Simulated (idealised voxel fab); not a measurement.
process module | voxel double patterning
cross-section cut | 245 nm wide | cells 5 nm
A cross-section is a grid of square cells, given in bands from the top down. A band is one or more rows of cells.
Each band's line starts with the height of the band's top and of its bottom, in nm. Then come its materials from left to right, each with its width in nm. One material with "throughout" fills the band from edge to edge. "air" is empty space.
Height 0 is the level under which the wafer as received is all one material. The lowest band goes on downwards, as in "0 down".
A width such as "30 to 40" changes by the same amount from each row of cells to the next, from the band's top row to its bottom row.
"no change" after a step means that no cell of the cross-section changed.
closed voids: empty space of 8 cells or more with no open way to the top, each as width x height at its distance from the left edge, in nm
after a step's settings: what the simulator itself notes on the step
overlay nm, on a step with a mask: how far to the right of its planned place the mask lay; to the left if negative
plan
1 op RECEIVE | material Si
2 op CONFORMAL_DEP | material SiO2 | thk nm 5
3 op DIRECTIONAL_DEP | material polySi | thk nm 15
4 op DIRECTIONAL_DEP | material SiN | thk nm 5
5 op DIRECTIONAL_DEP | material aC | thk nm 10
6 op PATTERN | tone open | mask id FIRST | material resist | width nm 15 | pitch nm 50 | thk nm 30 | overlay nm 0
7 op DIRECTIONAL_ETCH | etch materials aC | depth nm 10
8 op STRIP | etch materials resist
9 op DIRECTIONAL_ETCH | etch materials SiN | depth nm 5
10 op STRIP | etch materials aC
11 op PATTERN | tone open | mask id SECOND | material resist | width nm 15 | thk nm 20 | overlay nm 0
12 op DIRECTIONAL_ETCH | etch materials SiN | depth nm 5
13 op STRIP | etch materials resist
14 op DIRECTIONAL_ETCH | etch materials polySi | depth nm 15
15 op STRIP | etch materials SiN
as received, after step 1
  0 down: Si throughout
  closed voids: none
first wafer at the end, as planned
  20 to 5: polySi 90 | air 15 | polySi 10 | air 15 | polySi 10 | air 15 | polySi 90
  5 to 0: SiO2 throughout
  0 down: Si throughout
  closed voids: none
second wafer at the end: like start, like plan, one mistake
  20 to 5: polySi 95 | air 15 | polySi 5 | air 15 | polySi 15 | air 15 | polySi 85
  5 to 0: SiO2 throughout
  0 down: Si throughout
  closed voids: none
what went wrong: step 6 ran as: op PATTERN | tone open | mask id FIRST | material resist | width nm 15 | pitch nm 50 | thk nm 30 | overlay nm 5
at the end the second wafer has, in cells: as many of each material as the first, in other places
